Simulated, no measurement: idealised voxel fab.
This is a process module. Its name is voxel ribs on slabs.
FYI the section here is cut, 230 nm wide, cells are 5 nm squares.
In what follows, cross-sections appear as grids of square cells, described through bands that run from the top down, where every band is one or more rows of cells. Quick guide to a band line: top height, bottom height (nm) up front; then every material left to right with its width in nm. Only one material and it's marked "edge to edge"? Then it fills the band edge to edge. And "blank" just means empty space. Note: height 0 marks the level under which the wafer is uniformly one material as received. Lowest band unbounded below, written "0 down". The expression "30 to 40" gives the width at the extremes of the band, the first number at its top row of cells and the second at its bottom row, with the width changing by equal amounts from each row to the next in between. Step marked "remains unaltered"? Then no cell in the cross-section changed in it. "Closed void roster" specifies each empty space that is not open to the top and that occupies no fewer than 8 cells, using the form width x height at distance, the distance measured from the left edge and all three quantities in nm. If you see something after the settings on a step's line, that's the simulator's own remark about that step. overlay nm: where the mask lay relative to plan, measured to the right, on steps with a mask; negatives go left.

-- Planned step list for the process
1. RECEIVE [material Si]
2. DIRECTIONAL_DEP [material SiO2] [thk nm 25]
3. DIRECTIONAL_DEP [material SiN] [thk nm 20]
4. PATTERN [tone cover] [mask id RIB] [material resist] [width nm 20] [thk nm 15] [overlay nm 0]
5. DIRECTIONAL_ETCH [etch materials SiN] [depth nm 5]
6. STRIP [etch materials resist]
7. PATTERN [tone cover] [mask id SLAB] [material resist] [width nm 50] [thk nm 20] [overlay nm 0]
8. DIRECTIONAL_ETCH [etch materials SiN] [depth nm 15]
9. STRIP [etch materials resist]
10. FILL_DEP [material SiO2] [thk nm 15]
11. CMP [height nm 55]
12. DIRECTIONAL_DEP [material W] [thk nm 5]
13. PATTERN [tone cover] [mask id HEATER] [material resist] [width nm 30] [thk nm 20] [overlay nm 0]
14. DIRECTIONAL_ETCH [etch materials W] [depth nm 5]
15. STRIP [etch materials resist]
16. CONFORMAL_DEP [material SiN] [thk nm 10]

-- Received-state cross-section, reflecting completion of step 1
  0 down | Si edge to edge
  Closed void roster: none

-- Cross-sectional result after module completion. Note: starting condition and plan are unchanged from above; one processing mistake was made
  70 to 65 | blank=90 | SiN=50 | blank=90
  65 to 60 | SiN edge to edge
  60 to 55 | SiN=100 | W=30 | SiN=100
  55 to 45 | SiO2 edge to edge
  45 to 40 | SiO2=105 | SiN=20 | SiO2=105
  40 to 25 | SiO2=90 | SiN=50 | SiO2=90
  25 to 0 | W edge to edge
  0 down | Si edge to edge
  Closed void roster: none
Error vs. plan: step 2 ran differently from the plan; actual operation with settings: DIRECTIONAL_DEP [material W] [thk nm 25]
